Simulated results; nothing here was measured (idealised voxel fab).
process module | voxel air gaps
cross-section cut | 220 nm wide | cells 5 nm
A cross-section is a grid of square cells, given in bands from the top down. A band is one or more rows of cells.
Each band's line starts with the height of the band's top and of its bottom, in nm. Then come its materials from left to right, each with its width in nm. One material with "throughout" fills the band from edge to edge. "air" is empty space.
Height 0 is the level under which the wafer as received is all one material. The lowest band goes on downwards, as in "0 down".
A width such as "30 to 40" changes by the same amount from each row of cells to the next, from the band's top row to its bottom row.
"no change" after a step means that no cell of the cross-section changed.
closed voids: empty space of 8 cells or more with no open way to the top, each as width x height at its distance from the left edge, in nm
after a step's settings: what the simulator itself notes on the step
overlay nm, on a step with a mask: how far to the right of its planned place the mask lay; to the left if negative
Each pair below shows a cross-section before one step and the cross-section after it, down to the lowest band that changed. The line under each pair gives the step between them, with its settings. The pairs can come from different runs of this module on the same starting wafer, so a pair continues from the pair above only where its "before" says so.
before
  60 to 50: air 10 | Ru 45 | air 5 | Ru 45 | air 5 | Ru 45 | air 5 | Ru 45 | air 15
  50 to 20: lowk 20 | TiN 5 | Ru 15 | TiN 5 | lowk 25 | TiN 5 | Ru 15 | TiN 5 | lowk 25 | TiN 5 | Ru 15 | TiN 5 | lowk 25 | TiN 5 | Ru 15 | TiN 5 | lowk 25
  20 to 15: lowk 20 | TiN 25 | lowk 25 | TiN 25 | lowk 25 | TiN 25 | lowk 25 | TiN 25 | lowk 25
  15 to 10: SiN throughout
  10 to 0: aC throughout
  0 down: Si throughout
  closed voids: none
after
  60 to 50: air 10 | Ru 45 | air 5 | Ru 45 | air 5 | Ru 45 | air 5 | Ru 45 | air 15
  50 to 20: air 20 | TiN 5 | Ru 15 | TiN 5 | air 25 | TiN 5 | Ru 15 | TiN 5 | air 25 | TiN 5 | Ru 15 | TiN 5 | air 25 | TiN 5 | Ru 15 | TiN 5 | air 25
  20 to 15: air 20 | TiN 25 | air 25 | TiN 25 | air 25 | TiN 25 | air 25 | TiN 25 | air 25
  below 15: unchanged
  closed voids: none
the step between: op SELECTIVE_ETCH | etch materials lowk | depth nm 45
before: the cross-section after the pair above
after
  65 to 60: air 5 | SiCN 205 | air 10
  60 to 50: air 5 | SiCN 5 | Ru 45 | SiCN 5 | Ru 45 | SiCN 5 | Ru 45 | SiCN 5 | Ru 45 | SiCN 5 | air 10
  50 to 45: air 5 | SiCN 15 | TiN 5 | Ru 15 | TiN 5 | SiCN 25 | TiN 5 | Ru 15 | TiN 5 | SiCN 25 | TiN 5 | Ru 15 | TiN 5 | SiCN 25 | TiN 5 | Ru 15 | TiN 5 | SiCN 15 | air 10
  45 to 20: air 15 | SiCN 5 | TiN 5 | Ru 15 | TiN 5 | SiCN 5 | air 15 | SiCN 5 | TiN 5 | Ru 15 | TiN 5 | SiCN 5 | air 15 | SiCN 5 | TiN 5 | Ru 15 | TiN 5 | SiCN 5 | air 15 | SiCN 5 | TiN 5 | Ru 15 | TiN 5 | SiCN 5 | air 20
  20 to 15: SiCN 20 | TiN 25 | SiCN 25 | TiN 25 | SiCN 25 | TiN 25 | SiCN 25 | TiN 25 | SiCN 25
  below 15: unchanged
  closed voids: 15 x 25 at 50; 15 x 25 at 100; 15 x 25 at 150
the step between: op CONFORMAL_DEP | material SiCN | thk nm 5
before
  65 to 50: aC throughout
  50 to 15: lowk throughout
  15 to 10: SiN throughout
  10 to 0: SiO2 throughout
  0 down: Si throughout
  closed voids: none
after
  95 to 65: air 20 | resist 25 | air 25 | resist 25 | air 25 | resist 25 | air 25 | resist 25 | air 25
  below 65: unchanged
  closed voids: none
the step between: op PATTERN | tone cover | mask id LINES | material resist | width nm 25 | pitch nm 50 | thk nm 30 | overlay nm 0
before: the cross-section after the pair above
after
  80 to 65: air 20 | resist 25 | air 25 | resist 25 | air 25 | resist 25 | air 25 | resist 25 | air 25
  65 to 50: air 20 | aC 25 | air 25 | aC 25 | air 25 | aC 25 | air 25 | aC 25 | air 25
  below 50: unchanged
  closed voids: none
the step between: op DIRECTIONAL_ETCH | etch materials aC | depth nm 15
before: the cross-section after the pair above
after
  65 to 50: air 20 | aC 25 | air 25 | aC 25 | air 25 | aC 25 | air 25 | aC 25 | air 25
  below 50: unchanged
  closed voids: none
the step between: op STRIP | etch materials resist
before: the cross-section after the pair above
after
  65 to 50: air 20 | aC 25 | air 25 | aC 25 | air 25 | aC 25 | air 25 | aC 25 | air 25
  50 to 15: air 20 | lowk 25 | air 25 | lowk 25 | air 25 | lowk 25 | air 25 | lowk 25 | air 25
  below 15: unchanged
  closed voids: none
the step between: op DIRECTIONAL_ETCH | etch materials lowk | depth nm 35
before: the cross-section after the pair above
after
  50 to 15: air 20 | lowk 25 | air 25 | lowk 25 | air 25 | lowk 25 | air 25 | lowk 25 | air 25
  below 15: unchanged
  closed voids: none
the step between: op STRIP | etch materials aC
before: the cross-section after the pair above
after
  55 to 50: air 15 | TiN 35 | air 15 | TiN 35 | air 15 | TiN 35 | air 15 | TiN 35 | air 20
  50 to 20: air 15 | TiN 5 | lowk 25 | TiN 5 | air 15 | TiN 5 | lowk 25 | TiN 5 | air 15 | TiN 5 | lowk 25 | TiN 5 | air 15 | TiN 5 | lowk 25 | TiN 5 | air 20
  20 to 15: TiN 20 | lowk 25 | TiN 25 | lowk 25 | TiN 25 | lowk 25 | TiN 25 | lowk 25 | TiN 25
  below 15: unchanged
  closed voids: none
the step between: op CONFORMAL_DEP | material TiN | thk nm 5
before: the cross-section after the pair above
after
  60 to 55: Ru throughout
  55 to 50: Ru 15 | TiN 35 | Ru 15 | TiN 35 | Ru 15 | TiN 35 | Ru 15 | TiN 35 | Ru 20
  50 to 20: Ru 15 | TiN 5 | lowk 25 | TiN 5 | Ru 15 | TiN 5 | lowk 25 | TiN 5 | Ru 15 | TiN 5 | lowk 25 | TiN 5 | Ru 15 | TiN 5 | lowk 25 | TiN 5 | Ru 20
  below 20: unchanged
  closed voids: none
the step between: op FILL_DEP | material Ru | thk nm 5
before: the cross-section after the pair above
after
  50 to 20: Ru 15 | TiN 5 | lowk 25 | TiN 5 | Ru 15 | TiN 5 | lowk 25 | TiN 5 | Ru 15 | TiN 5 | lowk 25 | TiN 5 | Ru 15 | TiN 5 | lowk 25 | TiN 5 | Ru 20
  below 20: unchanged
  closed voids: none
the step between: op CMP | height nm 50
before: the cross-section after the pair above
after
  60 to 50: Ru 30 | air 5 | Ru 45 | air 5 | Ru 45 | air 5 | Ru 45 | air 5 | Ru 35
  below 50: unchanged
  closed voids: none
the step between: op EPI | material Ru | thk nm 10
before: the cross-section after the pair above
after
  60 to 50: Ru 30 | air 5 | Ru 45 | air 5 | Ru 45 | air 5 | Ru 45 | air 5 | Ru 35
  50 to 20: Ru 15 | TiN 5 | air 25 | TiN 5 | Ru 15 | TiN 5 | air 25 | TiN 5 | Ru 15 | TiN 5 | air 25 | TiN 5 | Ru 15 | TiN 5 | air 25 | TiN 5 | Ru 20
  20 to 15: TiN 20 | air 25 | TiN 25 | air 25 | TiN 25 | air 25 | TiN 25 | air 25 | TiN 25
  below 15: unchanged
  closed voids: none
the step between: op SELECTIVE_ETCH | etch materials lowk | depth nm 45
before: the cross-section after the pair above
after
  65 to 60: SiCN throughout
  60 to 50: Ru 30 | SiCN 5 | Ru 45 | SiCN 5 | Ru 45 | SiCN 5 | Ru 45 | SiCN 5 | Ru 35
  50 to 45: Ru 15 | TiN 5 | SiCN 25 | TiN 5 | Ru 15 | TiN 5 | SiCN 25 | TiN 5 | Ru 15 | TiN 5 | SiCN 25 | TiN 5 | Ru 15 | TiN 5 | SiCN 25 | TiN 5 | Ru 20
  45 to 20: Ru 15 | TiN 5 | SiCN 5 | air 15 | SiCN 5 | TiN 5 | Ru 15 | TiN 5 | SiCN 5 | air 15 | SiCN 5 | TiN 5 | Ru 15 | TiN 5 | SiCN 5 | air 15 | SiCN 5 | TiN 5 | Ru 15 | TiN 5 | SiCN 5 | air 15 | SiCN 5 | TiN 5 | Ru 20
  20 to 15: TiN 20 | SiCN 25 | TiN 25 | SiCN 25 | TiN 25 | SiCN 25 | TiN 25 | SiCN 25 | TiN 25
  below 15: unchanged
  closed voids: 15 x 25 at 25; 15 x 25 at 75; 15 x 25 at 125; 15 x 25 at 175
the step between: op CONFORMAL_DEP | material SiCN | thk nm 5
